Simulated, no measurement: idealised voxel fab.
process module | voxel air gaps
cross-section cut | 205 nm wide | cells 5 nm
A cross-section is a grid of square cells, given in bands from the top down. A band is one or more rows of cells.
Each band's line starts with the height of the band's top and of its bottom, in nm. Then come its materials from left to right, each with its width in nm. One material with "throughout" fills the band from edge to edge. "air" is empty space.
Height 0 is the level under which the wafer as received is all one material. The lowest band goes on downwards, as in "0 down".
A width such as "30 to 40" changes by the same amount from each row of cells to the next, from the band's top row to its bottom row.
"no change" after a step means that no cell of the cross-section changed.
closed voids: empty space of 8 cells or more with no open way to the top, each as width x height at its distance from the left edge, in nm
after a step's settings: what the simulator itself notes on the step
overlay nm, on a step with a mask: how far to the right of its planned place the mask lay; to the left if negative
plan
1 op RECEIVE | material Si
2 op CONFORMAL_DEP | material SiO2 | thk nm 10
3 op CONFORMAL_DEP | material SiN | thk nm 5
4 op DIRECTIONAL_DEP | material SiO2 | thk nm 40
5 op PATTERN | tone open | mask id LINES | material resist | width nm 15 | pitch nm 40 | thk nm 20 | overlay nm 0
6 op DIRECTIONAL_ETCH | etch materials SiO2 | depth nm 40
7 op STRIP | etch materials resist
8 op CONFORMAL_DEP | material TiN | thk nm 5
9 op FILL_DEP | material Cu | thk nm 5
10 op CMP | height nm 55
11 op EPI | material Ru | thk nm 10
12 op SELECTIVE_ETCH | etch materials SiO2 | depth nm 50
13 op CONFORMAL_DEP | material SiN | thk nm 5
as received, after step 1
  0 down: Si throughout
  closed voids: none
a wafer at the end: this start, this plan, one mistake
  70 to 65: SiN throughout
  65 to 55: Ru throughout
  55 to 50: Cu throughout
  50 to 45: TiN 60 | Cu 5 | TiN 35 | Cu 5 | TiN 35 | Cu 5 | TiN 60
  45 to 10: SiO2 55 | TiN 5 | Cu 5 | TiN 5 | SiO2 25 | TiN 5 | Cu 5 | TiN 5 | SiO2 25 | TiN 5 | Cu 5 | TiN 5 | SiO2 55
  10 to 5: SiO2 55 | TiN 15 | SiO2 25 | TiN 15 | SiO2 25 | TiN 15 | SiO2 55
  5 to 0: SiN throughout
  0 down: Si throughout
  closed voids: none
what went wrong: step 2 was left out
